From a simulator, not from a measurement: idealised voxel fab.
process module | voxel trench capacitor
cross-section cut | 160 nm wide | cells 5 nm
A cross-section is a grid of square cells, given in bands from the top down. A band is one or more rows of cells.
Each band's line starts with the height of the band's top and of its bottom, in nm. Then come its materials from left to right, each with its width in nm. One material with "throughout" fills the band from edge to edge. "air" is empty space.
Height 0 is the level under which the wafer as received is all one material. The lowest band goes on downwards, as in "0 down".
A width such as "30 to 40" changes by the same amount from each row of cells to the next, from the band's top row to its bottom row.
"no change" after a step means that no cell of the cross-section changed.
closed voids: empty space of 8 cells or more with no open way to the top, each as width x height at its distance from the left edge, in nm
after a step's settings: what the simulator itself notes on the step
overlay nm, on a step with a mask: how far to the right of its planned place the mask lay; to the left if negative
plan
1 op RECEIVE | material Si
2 op CONFORMAL_DEP | material SiN | thk nm 5
3 op DIRECTIONAL_DEP | material aC | thk nm 15
4 op PATTERN | tone open | mask id TRENCH | material resist | width nm 20 | pitch nm 40 | thk nm 35 | overlay nm 0
5 op DIRECTIONAL_ETCH | etch materials aC | depth nm 15
6 op STRIP | etch materials resist
7 op DIRECTIONAL_ETCH | etch materials SiN | depth nm 5
8 op DIRECTIONAL_ETCH | etch materials Si | depth nm 30
9 op STRIP | etch materials aC
10 op CONFORMAL_DEP | material SiO2 | thk nm 5
11 op FILL_DEP | material polySi | thk nm 10
12 op CMP | height nm 5
first wafer, as planned
as received, after step 1
  0 down: Si throughout
  closed voids: none
after step 2
  5 to 0: SiN throughout
  below 0: unchanged
after step 3
  20 to 5: aC throughout
  below 5: unchanged
after step 4
  55 to 20: resist 30 | air 20 | resist 20 | air 20 | resist 20 | air 20 | resist 30
  below 20: unchanged
after step 5
  40 to 20: resist 30 | air 20 | resist 20 | air 20 | resist 20 | air 20 | resist 30
  20 to 5: aC 30 | air 20 | aC 20 | air 20 | aC 20 | air 20 | aC 30
  below 5: unchanged
after step 6
  20 to 5: aC 30 | air 20 | aC 20 | air 20 | aC 20 | air 20 | aC 30
  below 5: unchanged
after step 7
  20 to 5: aC 30 | air 20 | aC 20 | air 20 | aC 20 | air 20 | aC 30
  5 to 0: SiN 30 | air 20 | SiN 20 | air 20 | SiN 20 | air 20 | SiN 30
  below 0: unchanged
after step 8
  20 to 5: aC 30 | air 20 | aC 20 | air 20 | aC 20 | air 20 | aC 30
  5 to 0: SiN 30 | air 20 | SiN 20 | air 20 | SiN 20 | air 20 | SiN 30
  0 to -30: Si 30 | air 20 | Si 20 | air 20 | Si 20 | air 20 | Si 30
  below -30: unchanged
after step 9
  5 to 0: SiN 30 | air 20 | SiN 20 | air 20 | SiN 20 | air 20 | SiN 30
  below 0: unchanged
after step 10
  10 to 5: SiO2 35 | air 10 | SiO2 30 | air 10 | SiO2 30 | air 10 | SiO2 35
  5 to 0: SiN 30 | SiO2 5 | air 10 | SiO2 5 | SiN 20 | SiO2 5 | air 10 | SiO2 5 | SiN 20 | SiO2 5 | air 10 | SiO2 5 | SiN 30
  0 to -25: Si 30 | SiO2 5 | air 10 | SiO2 5 | Si 20 | SiO2 5 | air 10 | SiO2 5 | Si 20 | SiO2 5 | air 10 | SiO2 5 | Si 30
  -25 to -30: Si 30 | SiO2 20 | Si 20 | SiO2 20 | Si 20 | SiO2 20 | Si 30
  below -30: unchanged
after step 11
  20 to 10: polySi throughout
  10 to 5: SiO2 35 | polySi 10 | SiO2 30 | polySi 10 | SiO2 30 | polySi 10 | SiO2 35
  5 to 0: SiN 30 | SiO2 5 | polySi 10 | SiO2 5 | SiN 20 | SiO2 5 | polySi 10 | SiO2 5 | SiN 20 | SiO2 5 | polySi 10 | SiO2 5 | SiN 30
  0 to -25: Si 30 | SiO2 5 | polySi 10 | SiO2 5 | Si 20 | SiO2 5 | polySi 10 | SiO2 5 | Si 20 | SiO2 5 | polySi 10 | SiO2 5 | Si 30
  below -25: unchanged
after step 12
  5 to 0: SiN 30 | SiO2 5 | polySi 10 | SiO2 5 | SiN 20 | SiO2 5 | polySi 10 | SiO2 5 | SiN 20 | SiO2 5 | polySi 10 | SiO2 5 | SiN 30
  below 0: unchanged
second wafer: like start, like plan, one mistake. Through step 3 it matches the first wafer
when step 4 should have ended
  55 to 20: air 30 | resist 20 | air 20 | resist 20 | air 20 | resist 20 | air 30
  below 20: unchanged
when step 5 should have ended
  40 to 20: air 30 | resist 20 | air 20 | resist 20 | air 20 | resist 20 | air 30
  20 to 5: air 30 | aC 20 | air 20 | aC 20 | air 20 | aC 20 | air 30
  below 5: unchanged
when step 6 should have ended
  20 to 5: air 30 | aC 20 | air 20 | aC 20 | air 20 | aC 20 | air 30
  below 5: unchanged
when step 7 should have ended
  20 to 5: air 30 | aC 20 | air 20 | aC 20 | air 20 | aC 20 | air 30
  5 to 0: air 30 | SiN 20 | air 20 | SiN 20 | air 20 | SiN 20 | air 30
  below 0: unchanged
when step 8 should have ended
  20 to 5: air 30 | aC 20 | air 20 | aC 20 | air 20 | aC 20 | air 30
  5 to 0: air 30 | SiN 20 | air 20 | SiN 20 | air 20 | SiN 20 | air 30
  0 to -30: air 30 | Si 20 | air 20 | Si 20 | air 20 | Si 20 | air 30
  below -30: unchanged
when step 9 should have ended
  5 to 0: air 30 | SiN 20 | air 20 | SiN 20 | air 20 | SiN 20 | air 30
  below 0: unchanged
when step 10 should have ended
  10 to 5: air 25 | SiO2 30 | air 10 | SiO2 30 | air 10 | SiO2 30 | air 25
  5 to 0: air 25 | SiO2 5 | SiN 20 | SiO2 5 | air 10 | SiO2 5 | SiN 20 | SiO2 5 | air 10 | SiO2 5 | SiN 20 | SiO2 5 | air 25
  0 to -25: air 25 | SiO2 5 | Si 20 | SiO2 5 | air 10 | SiO2 5 | Si 20 | SiO2 5 | air 10 | SiO2 5 | Si 20 | SiO2 5 | air 25
  -25 to -30: SiO2 30 | Si 20 | SiO2 20 | Si 20 | SiO2 20 | Si 20 | SiO2 30
  below -30: unchanged
when step 11 should have ended
  20 to 10: polySi throughout
  10 to 5: polySi 25 | SiO2 30 | polySi 10 | SiO2 30 | polySi 10 | SiO2 30 | polySi 25
  5 to 0: polySi 25 | SiO2 5 | SiN 20 | SiO2 5 | polySi 10 | SiO2 5 | SiN 20 | SiO2 5 | polySi 10 | SiO2 5 | SiN 20 | SiO2 5 | polySi 25
  0 to -25: polySi 25 | SiO2 5 | Si 20 | SiO2 5 | polySi 10 | SiO2 5 | Si 20 | SiO2 5 | polySi 10 | SiO2 5 | Si 20 | SiO2 5 | polySi 25
  below -25: unchanged
when step 12 should have ended
  5 to 0: polySi 25 | SiO2 5 | SiN 20 | SiO2 5 | polySi 10 | SiO2 5 | SiN 20 | SiO2 5 | polySi 10 | SiO2 5 | SiN 20 | SiO2 5 | polySi 25
  below 0: unchanged
what went wrong: step 4 ran as: op PATTERN | tone cover | mask id TRENCH | material resist | width nm 20 | pitch nm 40 | thk nm 35 | overlay nm 0
at the end the second wafer has, in cells: 48 fewer of Si | 8 fewer of SiN | 8 more of SiO2 | 48 more of polySi
